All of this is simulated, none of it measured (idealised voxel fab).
The document below concerns the process module designated voxel capacitor over wiring.
Square cells of 5 nm make up the cross-section cut, whose width is 280 nm.
If you're reading a cross-section in this doc, picture square cells in a grid; it comes to you as bands, top ones listed first down to the bottom, and a band can be one or more rows of cells. For a band, the entry starts with two heights in nm, that of the top and then that of the bottom, and carries on with the band's materials in order from left to right, each alongside its width in nm; the word "all across" beside a single material means it fills the band edge to edge, and "empty" means empty space. Heads up on the height convention: 0 is the point under which the incoming wafer is all one material, and the lowest band has no bottom, it just keeps going down, like "from 0 down". Top row gets the first number, bottom row gets the second, and each row in between changes by the same step: that is how a band width like "30->40" works. Where the words "remained the same" appear for a step, the cross-section shows no cell changed by that step; every cell remained as before. Heads up: "Unvented internal voids" only lists the empty pockets with no open path to the top that are 8 cells or more, and it writes them as width x height at distance, distance from the left edge, in nm. Step line, after settings: the simulator's comment on this step. When a step includes a mask, the "overlay nm" setting on its line states how far to the right of its planned place that mask lay, and negative values state how far to the left.

The planned process steps are enumerated hereunder:
1 RECEIVE [material Si]
2 CONFORMAL_DEP [material SiO2] [thk nm 15]
3 DIRECTIONAL_DEP [material TiN] [thk nm 5]
4 DIRECTIONAL_DEP [material W] [thk nm 20]
5 DIRECTIONAL_DEP [material aC] [thk nm 10]
6 PATTERN [tone cover] [mask id METAL_1] [material resist] [width nm 30] [pitch nm 100] [thk nm 30] [overlay nm 0]
7 DIRECTIONAL_ETCH [etch materials aC] [depth nm 10]
8 STRIP [etch materials resist]
9 DIRECTIONAL_ETCH [etch materials W] [depth nm 20]
10 DIRECTIONAL_ETCH [etch materials TiN] [depth nm 5]
11 STRIP [etch materials aC]
12 FILL_DEP [material SiO2] [thk nm 5]
13 CMP [height nm 40]
14 CONFORMAL_DEP [material SiCN] [thk nm 5]
15 DIRECTIONAL_DEP [material SiO2] [thk nm 20]
16 PATTERN [tone open] [mask id PLUG_1] [material resist] [width nm 15] [thk nm 15] [overlay nm 0]
17 DIRECTIONAL_ETCH [etch materials SiO2] [depth nm 20]
18 DIRECTIONAL_ETCH [etch materials SiCN] [depth nm 5]
19 STRIP [etch materials resist]
20 CONFORMAL_DEP [material TiN] [thk nm 5]
21 FILL_DEP [material Cu] [thk nm 5]
22 CMP [height nm 65]
23 DIRECTIONAL_DEP [material TiN] [thk nm 10]
24 DIRECTIONAL_DEP [material HfO2] [thk nm 5]
25 DIRECTIONAL_DEP [material TiN] [thk nm 5]
26 DIRECTIONAL_DEP [material aC] [thk nm 15]
27 PATTERN [tone cover] [mask id UPPER_PLATE] [material resist] [width nm 75] [thk nm 30] [overlay nm 0]
28 DIRECTIONAL_ETCH [etch materials aC] [depth nm 15]
29 STRIP [etch materials resist]
30 DIRECTIONAL_ETCH [etch materials TiN] [depth nm 5]
31 DIRECTIONAL_ETCH [etch materials HfO2] [depth nm 5]
32 STRIP [etch materials aC]
33 MASKED_ETCH [tone cover] [mask id LOWER_PLATE] [width nm 85] [etch materials TiN] [depth nm 10] [overlay nm 0]
34 FILL_DEP [material SiO2] [thk nm 20]
35 CMP [height nm 100]
36 DIRECTIONAL_DEP [material aC] [thk nm 15]
37 PATTERN [tone open] [mask id PLUG_2] [material resist] [width nm 15] [thk nm 35] [overlay nm 0]
38 DIRECTIONAL_ETCH [etch materials aC] [depth nm 15]
39 STRIP [etch materials resist]
40 DIRECTIONAL_ETCH [etch materials SiO2] [depth nm 15]
41 STRIP [etch materials aC]
42 CONFORMAL_DEP [material TiN] [thk nm 5]
43 FILL_DEP [material Ru] [thk nm 10]
44 CMP [height nm 100]
45 CONFORMAL_DEP [material SiCN] [thk nm 5]

Wafer cross-section on receipt, i.e. after step 1:
	from 0 down | Si all across
	Unvented internal voids: none

Look at the cross-section after the module: the wafer started out the way shown above and the plan was the one shown above, yet one mistake was made along the way:
	from 105 to 100 | SiCN all across
	from 100 to 90 | SiO2 (100) | TiN (5) | Ru (5) | TiN (5) | SiO2 (165)
	from 90 to 85 | SiO2 (100) | TiN (15) | SiO2 (165)
	from 85 to 80 | SiO2 (85) | TiN (5) | SiO2 (75) | TiN (5) | SiO2 (110)
	from 80 to 75 | HfO2 (90) | SiO2 (75) | HfO2 (115)
	from 75 to 65 | TiN all across
	from 65 to 45 | SiO2 (90) | TiN (5) | Cu (5) | TiN (5) | SiO2 (175)
	from 45 to 40 | SiCN (90) | TiN (15) | SiCN (175)
	from 40 to 20 | SiO2 (75) | W (30) | SiO2 (70) | W (30) | SiO2 (75)
	from 20 to 15 | SiO2 (75) | TiN (30) | SiO2 (70) | TiN (30) | SiO2 (75)
	from 15 to 0 | SiO2 all across
	from 0 down | Si all across
	Unvented internal voids: none
Here's what went sideways: in deviation from the planned setting, step 27 was conducted as PATTERN [tone open] [mask id UPPER_PLATE] [material resist] [width nm 75] [thk nm 30] [overlay nm 0]
